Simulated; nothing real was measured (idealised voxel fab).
The following process module bears the name voxel double patterning.
Section shown: cut. Width: 230 nm. Cell size: 5 nm, square.
Bands, listed from the top down, are how a cross-section gets written in this document; the cross-section itself is a grid of square cells, and a band is one or more rows of them. Per band: top height and bottom height in nm, followed by the left-to-right materials and their widths in nm; "throughout" marks a single material spanning edge to edge, "empty" marks empty space. A quick word on heights: they are counted from 0, and under that level the wafer as it came to us is one material throughout. The lowest band is different from the rest in having no bottom; it simply continues downward, written as in "z 0 and below". A width such as "30->40" changes by the same amount from each row of cells to the next, from the band's top row to its bottom row. The cross-section has no changed cell in any step marked "remained the same". "Closed void entries" lists enclosed empty spaces (at least 8 cells, no open path upward to the top), each as width x height at distance from the left edge, in nm. Anything after a step's settings on that line? It's the simulator's own note about the step. Each step line may optionally specify "overlay nm", which for a step with a mask gives the rightward distance between the mask's planned place and where it lay, a negative value indicating the leftward direction.

-- Below is the list of planned process steps
| 1 | RECEIVE,material Si |
| 2 | CONFORMAL_DEP,material SiO2,thk nm 5 |
| 3 | DIRECTIONAL_DEP,material W,thk nm 20 |
| 4 | DIRECTIONAL_DEP,material SiCN,thk nm 10 |
| 5 | DIRECTIONAL_DEP,material aC,thk nm 10 |
| 6 | PATTERN,tone open,mask id FIRST,material resist,width nm 15,pitch nm 50,thk nm 25,overlay nm 0 |
| 7 | DIRECTIONAL_ETCH,etch materials aC,depth nm 10 |
| 8 | STRIP,etch materials resist |
| 9 | DIRECTIONAL_ETCH,etch materials SiCN,depth nm 10 |
| 10 | STRIP,etch materials aC |
| 11 | MASKED_ETCH,tone open,mask id SECOND,width nm 15,pitch nm 50,etch materials SiCN,depth nm 10,overlay nm 0 |
| 12 | DIRECTIONAL_ETCH,etch materials W,depth nm 20 |
| 13 | STRIP,etch materials SiCN |

-- Wafer at receipt (post step 1), cross-section
	z 0 and below  Si throughout
	Closed void entries: none

-- Look at the cross-section after the module: the wafer started out the way shown above and the plan was the one shown above, yet one mistake was made along the way
	z 35 to 25  SiO2 throughout
	z 25 to 5  W throughout
	z 5 to 0  SiO2 throughout
	z 0 and below  Si throughout
	Closed void entries: none
what went wrong: step 4 did not happen as planned, as run it was DIRECTIONAL_DEP,material SiO2,thk nm 10
